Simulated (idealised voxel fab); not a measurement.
process module | voxel fin reveal
cross-section cut | 160 nm wide | cells 5 nm
A cross-section is a grid of square cells, given in bands from the top down. A band is one or more rows of cells.
Each band's line starts with the height of the band's top and of its bottom, in nm. Then come its materials from left to right, each with its width in nm. One material with "throughout" fills the band from edge to edge. "air" is empty space.
Height 0 is the level under which the wafer as received is all one material. The lowest band goes on downwards, as in "0 down".
A width such as "30 to 40" changes by the same amount from each row of cells to the next, from the band's top row to its bottom row.
"no change" after a step means that no cell of the cross-section changed.
closed voids: empty space of 8 cells or more with no open way to the top, each as width x height at its distance from the left edge, in nm
after a step's settings: what the simulator itself notes on the step
overlay nm, on a step with a mask: how far to the right of its planned place the mask lay; to the left if negative
plan
1 op RECEIVE | material Si
2 op CONFORMAL_DEP | material SiN | thk nm 10
3 op PATTERN | tone cover | mask id FINS | material resist | width nm 15 | pitch nm 40 | thk nm 20 | overlay nm 0
4 op DIRECTIONAL_ETCH | etch materials SiN | depth nm 10
5 op DIRECTIONAL_ETCH | etch materials Si | depth nm 30
6 op STRIP | etch materials resist
7 op OXIDIZE | depth nm 5
8 op FILL_DEP | material SiO2 | thk nm 5
9 op CMP | height nm 10
10 op SELECTIVE_ETCH | etch materials SiO2 | depth nm 15
11 op STRIP | etch materials SiN
12 op CONFORMAL_DEP | material HfO2 | thk nm 5
varied across the wafers: depth nm of step 10. The plan shows the first wafer's value. All wafers start alike
first wafer as received, after step 1
  0 down: Si throughout
  closed voids: none
each wafer at the end: cells of each material gained (+) or lost (-) since it was received, then its closed voids
depth nm 15 | +38 HfO2 | -203 Si | +174 SiO2 | closed voids: none
depth nm 20 | +44 HfO2 | -203 Si | +145 SiO2 | closed voids: none
depth nm 25 | +50 HfO2 | -203 Si | +116 SiO2 | closed voids: none
depth nm 30 | +56 HfO2 | -203 Si | +87 SiO2 | closed voids: none
depth nm 35 | +62 HfO2 | -203 Si | +58 SiO2 | closed voids: none
depth nm 40 | +68 HfO2 | -203 Si | +29 SiO2 | closed voids: none
